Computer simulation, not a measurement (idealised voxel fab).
Documented hereafter: the process module known as voxel ribs on slabs.
215 nm wide, 5 nm square cells: that's cross-section cut.
Cross-sections here: square-cell grids, written as top-down lists of bands, a band being one or more rows of cells. Band entry format. Leading values: height of top, height of bottom, nm. Remainder: materials in left-to-right order, each with its width in nm. Special words: "edge to edge" on a single material, which then fills the band edge to edge; "air", empty space. Heights are measured from 0, the level below which the as-received wafer is all one material; the lowest band has no bottom and continues downward, written as in "0..down". Quick explanation for "30..40": the width changes in equal steps down the rows of cells, from the first number in the band's top row to the second number in its bottom row. You'll sometimes find "nothing different" written for a step, and that's the way of saying that nowhere in the cross-section did a cell change during that step. Basically, "Internal closed voids" tells you about the enclosed voids: empty spaces with no open way to the top, 8 cells or bigger, each written width x height at distance, where distance is from the left edge, all in nm. Post-settings text on a step line: simulator's own remark regarding the step. If you see "overlay nm" on a step's line and that step has a mask, it's telling you how far right of where it was planned the mask ended up; a negative number means it went left instead. How should the pairs below be read? Each gives the cross-section before one process step and the cross-section after it, the latter drawn only to the lowest band that changed; the step that lies between them, with its settings, appears under the pair. Does a pair pick up where the pair above left off? Only where its entry headed "Pre-processing view" says so, since pairs can come from different runs of this module on the same starting wafer.

### Pre-processing view
0..down  Si edge to edge
Internal closed voids: none

### after
25..0  SiO2 edge to edge
Everything under 0 stays put, no change at all.
Internal closed voids: none
Step, before to after (see cross-sections above): DIRECTIONAL_DEP, material SiO2, thk nm 25

Pre-processing view: taken from the pair above, after panel.

### after
40..25  SiN edge to edge
Everything under 25 stays put, no change at all.
Internal closed voids: none
Step, before to after (see cross-sections above): DIRECTIONAL_DEP, material SiN, thk nm 15

Pre-processing view: taken from the pair above, after panel.

### after
55..40  95 air; 25 resist; 95 air
Everything under 40 stays put, no change at all.
Internal closed voids: none
Step, before to after (see cross-sections above): PATTERN, tone cover, mask id RIB, material resist, width nm 25, thk nm 15, overlay nm 0

Pre-processing view: taken from the pair above, after panel.

### after
55..40  95 air; 25 resist; 95 air
40..35  95 air; 25 SiN; 95 air
Everything under 35 stays put, no change at all.
Internal closed voids: none
Step, before to after (see cross-sections above): DIRECTIONAL_ETCH, etch materials SiN, depth nm 5

Pre-processing view: taken from the pair above, after panel.

### after
40..35  95 air; 25 SiN; 95 air
Everything under 35 stays put, no change at all.
Internal closed voids: none
Step, before to after (see cross-sections above): STRIP, etch materials resist

Pre-processing view: taken from the pair above, after panel.

### after
55..40  80 air; 55 resist; 80 air
40..35  80 air; 15 resist; 25 SiN; 15 resist; 80 air
Everything under 35 stays put, no change at all.
Internal closed voids: none
Step, before to after (see cross-sections above): PATTERN, tone cover, mask id SLAB, material resist, width nm 55, thk nm 15, overlay nm 0

Pre-processing view: taken from the pair above, after panel.

### after
55..40  80 air; 55 resist; 80 air
40..35  80 air; 15 resist; 25 SiN; 15 resist; 80 air
35..25  80 air; 55 SiN; 80 air
Everything under 25 stays put, no change at all.
Internal closed voids: none
Step, before to after (see cross-sections above): DIRECTIONAL_ETCH, etch materials SiN, depth nm 10

Pre-processing view: taken from the pair above, after panel.

### after
40..35  95 air; 25 SiN; 95 air
Everything under 35 stays put, no change at all.
Internal closed voids: none
Step, before to after (see cross-sections above): STRIP, etch materials resist

Pre-processing view: taken from the pair above, after panel.

### after
65..40  SiO2 edge to edge
40..35  95 SiO2; 25 SiN; 95 SiO2
35..25  80 SiO2; 55 SiN; 80 SiO2
Everything under 25 stays put, no change at all.
Internal closed voids: none
Step, before to after (see cross-sections above): FILL_DEP, material SiO2, thk nm 25

Pre-processing view: taken from the pair above, after panel.

### after
60..40  SiO2 edge to edge
Everything under 40 stays put, no change at all.
Internal closed voids: none
Step, before to after (see cross-sections above): CMP, height nm 60

Pre-processing view: taken from the pair above, after panel.

### after
70..60  TiN edge to edge
Everything under 60 stays put, no change at all.
Internal closed voids: none
Step, before to after (see cross-sections above): DIRECTIONAL_DEP, material TiN, thk nm 10

Pre-processing view: taken from the pair above, after panel.

### after
85..70  aC edge to edge
Everything under 70 stays put, no change at all.
Internal closed voids: none
Step, before to after (see cross-sections above): DIRECTIONAL_DEP, material aC, thk nm 15

Pre-processing view: taken from the pair above, after panel.

### after
120..85  90 air; 35 resist; 90 air
Everything under 85 stays put, no change at all.
Internal closed voids: none
Step, before to after (see cross-sections above): PATTERN, tone cover, mask id HEATER, material resist, width nm 35, thk nm 35, overlay nm 0

Pre-processing view: taken from the pair above, after panel.

### after
105..85  90 air; 35 resist; 90 air
85..70  90 air; 35 aC; 90 air
Everything under 70 stays put, no change at all.
Internal closed voids: none
Step, before to after (see cross-sections above): DIRECTIONAL_ETCH, etch materials aC, depth nm 15

Pre-processing view: taken from the pair above, after panel.

### after
85..70  90 air; 35 aC; 90 air
Everything under 70 stays put, no change at all.
Internal closed voids: none
Step, before to after (see cross-sections above): STRIP, etch materials resist

Pre-processing view: taken from the pair above, after panel.

### after
85..70  90 air; 35 aC; 90 air
70..60  90 air; 35 TiN; 90 air
Everything under 60 stays put, no change at all.
Internal closed voids: none
Step, before to after (see cross-sections above): DIRECTIONAL_ETCH, etch materials TiN, depth nm 10

Pre-processing view: taken from the pair above, after panel.

### after
70..60  90 air; 35 TiN; 90 air
Everything under 60 stays put, no change at all.
Internal closed voids: none
Step, before to after (see cross-sections above): STRIP, etch materials aC

Pre-processing view: taken from the pair above, after panel.

### after
80..70  80 air; 55 SiO2; 80 air
70..60  90 SiO2; 35 TiN; 90 SiO2
Everything under 60 stays put, no change at all.
Internal closed voids: none
Step, before to after (see cross-sections above): CONFORMAL_DEP, material SiO2, thk nm 10

### Pre-processing view
40..25  SiN edge to edge
25..0  SiO2 edge to edge
0..down  Si edge to edge
Internal closed voids: none

### after
55..25  SiN edge to edge
Everything under 25 stays put, no change at all.
Internal closed voids: none
Step, before to after (see cross-sections above): DIRECTIONAL_DEP, material SiN, thk nm 15

Pre-processing view: taken from the pair above, after panel.

### after
70..55  95 air; 25 resist; 95 air
Everything under 55 stays put, no change at all.
Internal closed voids: none
Step, before to after (see cross-sections above): PATTERN, tone cover, mask id RIB, material resist, width nm 25, thk nm 15, overlay nm 0

Pre-processing view: taken from the pair above, after panel.

### after
70..55  95 air; 25 resist; 95 air
55..50  95 air; 25 SiN; 95 air
Everything under 50 stays put, no change at all.
Internal closed voids: none
Step, before to after (see cross-sections above): DIRECTIONAL_ETCH, etch materials SiN, depth nm 5

Pre-processing view: taken from the pair above, after panel.

### after
55..50  95 air; 25 SiN; 95 air
Everything under 50 stays put, no change at all.
Internal closed voids: none
Step, before to after (see cross-sections above): STRIP, etch materials resist

Pre-processing view: taken from the pair above, after panel.

### after
70..55  80 air; 55 resist; 80 air
55..50  80 air; 15 resist; 25 SiN; 15 resist; 80 air
Everything under 50 stays put, no change at all.
Internal closed voids: none
Step, before to after (see cross-sections above): PATTERN, tone cover, mask id SLAB, material resist, width nm 55, thk nm 15, overlay nm 0

Pre-processing view: taken from the pair above, after panel.

### after
70..55  80 air; 55 resist; 80 air
55..50  80 air; 15 resist; 25 SiN; 15 resist; 80 air
50..40  80 air; 55 SiN; 80 air
Everything under 40 stays put, no change at all.
Internal closed voids: none
Step, before to after (see cross-sections above): DIRECTIONAL_ETCH, etch materials SiN, depth nm 10

Pre-processing view: taken from the pair above, after panel.

### after
55..50  95 air; 25 SiN; 95 air
Everything under 50 stays put, no change at all.
Internal closed voids: none
Step, before to after (see cross-sections above): STRIP, etch materials resist

Pre-processing view: taken from the pair above, after panel.

### after
80..55  SiO2 edge to edge
55..50  95 SiO2; 25 SiN; 95 SiO2
50..40  80 SiO2; 55 SiN; 80 SiO2
Everything under 40 stays put, no change at all.
Internal closed voids: none
Step, before to after (see cross-sections above): FILL_DEP, material SiO2, thk nm 25

Pre-processing view: taken from the pair above, after panel.

### after
60..55  SiO2 edge to edge
Everything under 55 stays put, no change at all.
Internal closed voids: none
Step, before to after (see cross-sections above): CMP, height nm 60

Pre-processing view: taken from the pair above, after panel.

### after
70..60  TiN edge to edge
Everything under 60 stays put, no change at all.
Internal closed voids: none
Step, before to after (see cross-sections above): DIRECTIONAL_DEP, material TiN, thk nm 10

Pre-processing view: taken from the pair above, after panel.

### after
85..70  aC edge to edge
Everything under 70 stays put, no change at all.
Internal closed voids: none
Step, before to after (see cross-sections above): DIRECTIONAL_DEP, material aC, thk nm 15

Pre-processing view: taken from the pair above, after panel.

### after
120..85  90 air; 35 resist; 90 air
Everything under 85 stays put, no change at all.
Internal closed voids: none
Step, before to after (see cross-sections above): PATTERN, tone cover, mask id HEATER, material resist, width nm 35, thk nm 35, overlay nm 0

Pre-processing view: taken from the pair above, after panel.

### after
105..85  90 air; 35 resist; 90 air
85..70  90 air; 35 aC; 90 air
Everything under 70 stays put, no change at all.
Internal closed voids: none
Step, before to after (see cross-sections above): DIRECTIONAL_ETCH, etch materials aC, depth nm 15

Pre-processing view: taken from the pair above, after panel.

### after
85..70  90 air; 35 aC; 90 air
Everything under 70 stays put, no change at all.
Internal closed voids: none
Step, before to after (see cross-sections above): STRIP, etch materials resist

Pre-processing view: taken from the pair above, after panel.

### after
85..70  90 air; 35 aC; 90 air
70..60  90 air; 35 TiN; 90 air
Everything under 60 stays put, no change at all.
Internal closed voids: none
Step, before to after (see cross-sections above): DIRECTIONAL_ETCH, etch materials TiN, depth nm 10

Pre-processing view: taken from the pair above, after panel.

### after
70..60  90 air; 35 TiN; 90 air
Everything under 60 stays put, no change at all.
Internal closed voids: none
Step, before to after (see cross-sections above): STRIP, etch materials aC

Pre-processing view: taken from the pair above, after panel.

### after
80..70  80 air; 55 SiO2; 80 air
70..60  90 SiO2; 35 TiN; 90 SiO2
Everything under 60 stays put, no change at all.
Internal closed voids: none
Step, before to after (see cross-sections above): CONFORMAL_DEP, material SiO2, thk nm 10

### Pre-processing view
25..0  SiO2 edge to edge
0..down  Si edge to edge
Internal closed voids: none

### after
40..25  95 air; 25 resist; 95 air
Everything under 25 stays put, no change at all.
Internal closed voids: none
Step, before to after (see cross-sections above): PATTERN, tone cover, mask id RIB, material resist, width nm 25, thk nm 15, overlay nm 0

Pre-processing view: taken from the pair above, after panel.

### after
55..40  95 air; 25 SiN; 95 air
40..25  95 SiN; 25 resist; 95 SiN
Everything under 25 stays put, no change at all.
Internal closed voids: none
Step, before to after (see cross-sections above): DIRECTIONAL_DEP, material SiN, thk nm 15

Pre-processing view: taken from the pair above, after panel.

### after
50..40  95 air; 25 SiN; 95 air
40..35  95 air; 25 resist; 95 air
Everything under 35 stays put, no change at all.
Internal closed voids: none
Step, before to after (see cross-sections above): DIRECTIONAL_ETCH, etch materials SiN, depth nm 5

Pre-processing view: taken from the pair above, after panel.

### after
35..25  95 SiN; 25 air; 95 SiN
Everything under 25 stays put, no change at all.
Internal closed voids: none
Step, before to after (see cross-sections above): STRIP, etch materials resist

Pre-processing view: taken from the pair above, after panel.

### after
50..35  80 air; 55 resist; 80 air
35..25  95 SiN; 25 resist; 95 SiN
Everything under 25 stays put, no change at all.
Internal closed voids: none
Step, before to after (see cross-sections above): PATTERN, tone cover, mask id SLAB, material resist, width nm 55, thk nm 15, overlay nm 0

Pre-processing view: taken from the pair above, after panel.

### after
50..35  80 air; 55 resist; 80 air
35..25  80 air; 15 SiN; 25 resist; 15 SiN; 80 air
Everything under 25 stays put, no change at all.
Internal closed voids: none
Step, before to after (see cross-sections above): DIRECTIONAL_ETCH, etch materials SiN, depth nm 10

Pre-processing view: taken from the pair above, after panel.

### after
35..25  80 air; 15 SiN; 25 air; 15 SiN; 80 air
Everything under 25 stays put, no change at all.
Internal closed voids: none
Step, before to after (see cross-sections above): STRIP, etch materials resist

Pre-processing view: taken from the pair above, after panel.

### after
60..35  SiO2 edge to edge
35..25  80 SiO2; 15 SiN; 25 SiO2; 15 SiN; 80 SiO2
Everything under 25 stays put, no change at all.
Internal closed voids: none
Step, before to after (see cross-sections above): FILL_DEP, material SiO2, thk nm 25

Pre-processing view: taken from the pair above, after panel.

### after
70..60  TiN edge to edge
Everything under 60 stays put, no change at all.
Internal closed voids: none
Step, before to after (see cross-sections above): DIRECTIONAL_DEP, material TiN, thk nm 10

Pre-processing view: taken from the pair above, after panel.

### after
85..70  aC edge to edge
Everything under 70 stays put, no change at all.
Internal closed voids: none
Step, before to after (see cross-sections above): DIRECTIONAL_DEP, material aC, thk nm 15

Pre-processing view: taken from the pair above, after panel.

### after
120..85  90 air; 35 resist; 90 air
Everything under 85 stays put, no change at all.
Internal closed voids: none
Step, before to after (see cross-sections above): PATTERN, tone cover, mask id HEATER, material resist, width nm 35, thk nm 35, overlay nm 0

Pre-processing view: taken from the pair above, after panel.

### after
105..85  90 air; 35 resist; 90 air
85..70  90 air; 35 aC; 90 air
Everything under 70 stays put, no change at all.
Internal closed voids: none
Step, before to after (see cross-sections above): DIRECTIONAL_ETCH, etch materials aC, depth nm 15

Pre-processing view: taken from the pair above, after panel.

### after
85..70  90 air; 35 aC; 90 air
Everything under 70 stays put, no change at all.
Internal closed voids: none
Step, before to after (see cross-sections above): STRIP, etch materials resist

Pre-processing view: taken from the pair above, after panel.

### after
85..70  90 air; 35 aC; 90 air
70..60  90 air; 35 TiN; 90 air
Everything under 60 stays put, no change at all.
Internal closed voids: none
Step, before to after (see cross-sections above): DIRECTIONAL_ETCH, etch materials TiN, depth nm 10

Pre-processing view: taken from the pair above, after panel.

### after
70..60  90 air; 35 TiN; 90 air
Everything under 60 stays put, no change at all.
Internal closed voids: none
Step, before to after (see cross-sections above): STRIP, etch materials aC

Pre-processing view: taken from the pair above, after panel.

### after
80..70  80 air; 55 SiO2; 80 air
70..60  90 SiO2; 35 TiN; 90 SiO2
Everything under 60 stays put, no change at all.
Internal closed voids: none
Step, before to after (see cross-sections above): CONFORMAL_DEP, material SiO2, thk nm 10

### Pre-processing view
85..70  90 air; 35 aC; 90 air
70..60  TiN edge to edge
60..40  SiO2 edge to edge
40..35  95 SiO2; 25 SiN; 95 SiO2
35..25  80 SiO2; 55 SiN; 80 SiO2
25..0  SiO2 edge to edge
0..down  Si edge to edge
Internal closed voids: none

### after
85..70  90 air; 35 aC; 90 air
70..65  90 air; 35 TiN; 90 air
Everything under 65 stays put, no change at all.
Internal closed voids: none
Step, before to after (see cross-sections above): DIRECTIONAL_ETCH, etch materials TiN, depth nm 5

Pre-processing view: taken from the pair above, after panel.

### after
70..65  90 air; 35 TiN; 90 air
Everything under 65 stays put, no change at all.
Internal closed voids: none
Step, before to after (see cross-sections above): STRIP, etch materials aC

Pre-processing view: taken from the pair above, after panel.

### after
80..75  80 air; 55 SiO2; 80 air
75..70  SiO2 edge to edge
70..65  90 SiO2; 35 TiN; 90 SiO2
Everything under 65 stays put, no change at all.
Internal closed voids: none
Step, before to after (see cross-sections above): CONFORMAL_DEP, material SiO2, thk nm 10

### Pre-processing view
85..70  aC edge to edge
70..60  TiN edge to edge
60..40  SiO2 edge to edge
40..35  95 SiO2; 25 SiN; 95 SiO2
35..25  80 SiO2; 55 SiN; 80 SiO2
25..0  SiO2 edge to edge
0..down  Si edge to edge
Internal closed voids: none

### after
120..85  95 air; 25 resist; 95 air
Everything under 85 stays put, no change at all.
Internal closed voids: none
Step, before to after (see cross-sections above): PATTERN, tone cover, mask id HEATER, material resist, width nm 25, thk nm 35, overlay nm 0

Pre-processing view: taken from the pair above, after panel.

### after
105..85  95 air; 25 resist; 95 air
85..70  95 air; 25 aC; 95 air
Everything under 70 stays put, no change at all.
Internal closed voids: none
Step, before to after (see cross-sections above): DIRECTIONAL_ETCH, etch materials aC, depth nm 15

Pre-processing view: taken from the pair above, after panel.

### after
85..70  95 air; 25 aC; 95 air
Everything under 70 stays put, no change at all.
Internal closed voids: none
Step, before to after (see cross-sections above): STRIP, etch materials resist

Pre-processing view: taken from the pair above, after panel.

### after
85..70  95 air; 25 aC; 95 air
70..60  95 air; 25 TiN; 95 air
Everything under 60 stays put, no change at all.
Internal closed voids: none
Step, before to after (see cross-sections above): DIRECTIONAL_ETCH, etch materials TiN, depth nm 10

Pre-processing view: taken from the pair above, after panel.

### after
70..60  95 air; 25 TiN; 95 air
Everything under 60 stays put, no change at all.
Internal closed voids: none
Step, before to after (see cross-sections above): STRIP, etch materials aC

Pre-processing view: taken from the pair above, after panel.

### after
80..70  85 air; 45 SiO2; 85 air
70..60  95 SiO2; 25 TiN; 95 SiO2
Everything under 60 stays put, no change at all.
Internal closed voids: none
Step, before to after (see cross-sections above): CONFORMAL_DEP, material SiO2, thk nm 10

### Pre-processing view
85..70  aC edge to edge
70..60  TiN edge to edge
60..40  SiO2 edge to edge
40..35  95 SiO2; 25 SiN; 95 SiO2
35..25  80 SiO2; 55 SiN; 80 SiO2
25..0  SiO2 edge to edge
0..down  Si edge to edge
Internal closed voids: none

### after
120..85  80 air; 35 resist; 100 air
Everything under 85 stays put, no change at all.
Internal closed voids: none
Step, before to after (see cross-sections above): PATTERN, tone cover, mask id HEATER, material resist, width nm 35, thk nm 35, overlay nm -10

Pre-processing view: taken from the pair above, after panel.

### after
105..85  80 air; 35 resist; 100 air
85..70  80 air; 35 aC; 100 air
Everything under 70 stays put, no change at all.
Internal closed voids: none
Step, before to after (see cross-sections above): DIRECTIONAL_ETCH, etch materials aC, depth nm 15

Pre-processing view: taken from the pair above, after panel.

### after
85..70  80 air; 35 aC; 100 air
Everything under 70 stays put, no change at all.
Internal closed voids: none
Step, before to after (see cross-sections above): STRIP, etch materials resist

Pre-processing view: taken from the pair above, after panel.

### after
85..70  80 air; 35 aC; 100 air
70..60  80 air; 35 TiN; 100 air
Everything under 60 stays put, no change at all.
Internal closed voids: none
Step, before to after (see cross-sections above): DIRECTIONAL_ETCH, etch materials TiN, depth nm 10

Pre-processing view: taken from the pair above, after panel.

### after
70..60  80 air; 35 TiN; 100 air
Everything under 60 stays put, no change at all.
Internal closed voids: none
Step, before to after (see cross-sections above): STRIP, etch materials aC

Pre-processing view: taken from the pair above, after panel.

### after
80..70  70 air; 55 SiO2; 90 air
70..60  80 SiO2; 35 TiN; 100 SiO2
Everything under 60 stays put, no change at all.
Internal closed voids: none
Step, before to after (see cross-sections above): CONFORMAL_DEP, material SiO2, thk nm 10

### Pre-processing view
70..60  TiN edge to edge
60..40  SiO2 edge to edge
40..35  95 SiO2; 25 SiN; 95 SiO2
35..25  80 SiO2; 55 SiN; 80 SiO2
25..0  SiO2 edge to edge
0..down  Si edge to edge
Internal closed voids: none

### after
85..70  SiO2 edge to edge
Everything under 70 stays put, no change at all.
Internal closed voids: none
Step, before to after (see cross-sections above): DIRECTIONAL_DEP, material SiO2, thk nm 15

Pre-processing view: taken from the pair above, after panel.

### after
120..85  90 air; 35 resist; 90 air
Everything under 85 stays put, no change at all.
Internal closed voids: none
Step, before to after (see cross-sections above): PATTERN, tone cover, mask id HEATER, material resist, width nm 35, thk nm 35, overlay nm 0

Pre-processing view: taken from the pair above, after panel.

### after
105..85  90 air; 35 resist; 90 air
Everything under 85 stays put, no change at all.
Internal closed voids: none
Step, before to after (see cross-sections above): DIRECTIONAL_ETCH, etch materials aC, depth nm 15

Pre-processing view: taken from the pair above, after panel.

### after
85..70  SiO2 edge to edge
Everything under 70 stays put, no change at all.
Internal closed voids: none
Step, before to after (see cross-sections above): STRIP, etch materials resist

Pre-processing view: taken from the pair above, after panel.

### after
95..70  SiO2 edge to edge
Everything under 70 stays put, no change at all.
Internal closed voids: none
Step, before to after (see cross-sections above): CONFORMAL_DEP, material SiO2, thk nm 10

### Pre-processing view
40..25  SiN edge to edge
25..0  SiO2 edge to edge
0..down  Si edge to edge
Internal closed voids: none

### after
55..40  95 resist; 25 air; 95 resist
Everything under 40 stays put, no change at all.
Internal closed voids: none
Step, before to after (see cross-sections above): PATTERN, tone open, mask id RIB, material resist, width nm 25, thk nm 15, overlay nm 0

Pre-processing view: taken from the pair above, after panel.

### after
55..40  95 resist; 25 air; 95 resist
40..35  95 SiN; 25 air; 95 SiN
Everything under 35 stays put, no change at all.
Internal closed voids: none
Step, before to after (see cross-sections above): DIRECTIONAL_ETCH, etch materials SiN, depth nm 5

Pre-processing view: taken from the pair above, after panel.

### after
40..35  95 SiN; 25 air; 95 SiN
Everything under 35 stays put, no change at all.
Internal closed voids: none
Step, before to after (see cross-sections above): STRIP, etch materials resist

Pre-processing view: taken from the pair above, after panel.

### after
55..40  80 air; 55 resist; 80 air
40..35  95 SiN; 25 resist; 95 SiN
Everything under 35 stays put, no change at all.
Internal closed voids: none
Step, before to after (see cross-sections above): PATTERN, tone cover, mask id SLAB, material resist, width nm 55, thk nm 15, overlay nm 0

Pre-processing view: taken from the pair above, after panel.

### after
55..40  80 air; 55 resist; 80 air
40..35  80 air; 15 SiN; 25 resist; 15 SiN; 80 air
35..30  80 air; 55 SiN; 80 air
Everything under 30 stays put, no change at all.
Internal closed voids: none
Step, before to after (see cross-sections above): DIRECTIONAL_ETCH, etch materials SiN, depth nm 10

Pre-processing view: taken from the pair above, after panel.

### after
40..35  80 air; 15 SiN; 25 air; 15 SiN; 80 air
Everything under 35 stays put, no change at all.
Internal closed voids: none
Step, before to after (see cross-sections above): STRIP, etch materials resist

Pre-processing view: taken from the pair above, after panel.

### after
65..40  SiO2 edge to edge
40..35  80 SiO2; 15 SiN; 25 SiO2; 15 SiN; 80 SiO2
35..30  80 SiO2; 55 SiN; 80 SiO2
Everything under 30 stays put, no change at all.
Internal closed voids: none
Step, before to after (see cross-sections above): FILL_DEP, material SiO2, thk nm 25

Pre-processing view: taken from the pair above, after panel.

### after
60..40  SiO2 edge to edge
Everything under 40 stays put, no change at all.
Internal closed voids: none
Step, before to after (see cross-sections above): CMP, height nm 60

Pre-processing view: taken from the pair above, after panel.

### after
70..60  TiN edge to edge
Everything under 60 stays put, no change at all.
Internal closed voids: none
Step, before to after (see cross-sections above): DIRECTIONAL_DEP, material TiN, thk nm 10

Pre-processing view: taken from the pair above, after panel.

### after
85..70  aC edge to edge
Everything under 70 stays put, no change at all.
Internal closed voids: none
Step, before to after (see cross-sections above): DIRECTIONAL_DEP, material aC, thk nm 15

Pre-processing view: taken from the pair above, after panel.

### after
120..85  90 air; 35 resist; 90 air
Everything under 85 stays put, no change at all.
Internal closed voids: none
Step, before to after (see cross-sections above): PATTERN, tone cover, mask id HEATER, material resist, width nm 35, thk nm 35, overlay nm 0

Pre-processing view: taken from the pair above, after panel.

### after
105..85  90 air; 35 resist; 90 air
85..70  90 air; 35 aC; 90 air
Everything under 70 stays put, no change at all.
Internal closed voids: none
Step, before to after (see cross-sections above): DIRECTIONAL_ETCH, etch materials aC, depth nm 15

Pre-processing view: taken from the pair above, after panel.

### after
85..70  90 air; 35 aC; 90 air
Everything under 70 stays put, no change at all.
Internal closed voids: none
Step, before to after (see cross-sections above): STRIP, etch materials resist

Pre-processing view: taken from the pair above, after panel.

### after
85..70  90 air; 35 aC; 90 air
70..60  90 air; 35 TiN; 90 air
Everything under 60 stays put, no change at all.
Internal closed voids: none
Step, before to after (see cross-sections above): DIRECTIONAL_ETCH, etch materials TiN, depth nm 10

Pre-processing view: taken from the pair above, after panel.

### after
70..60  90 air; 35 TiN; 90 air
Everything under 60 stays put, no change at all.
Internal closed voids: none
Step, before to after (see cross-sections above): STRIP, etch materials aC

Pre-processing view: taken from the pair above, after panel.

### after
80..70  80 air; 55 SiO2; 80 air
70..60  90 SiO2; 35 TiN; 90 SiO2
Everything under 60 stays put, no change at all.
Internal closed voids: none
Step, before to after (see cross-sections above): CONFORMAL_DEP, material SiO2, thk nm 10
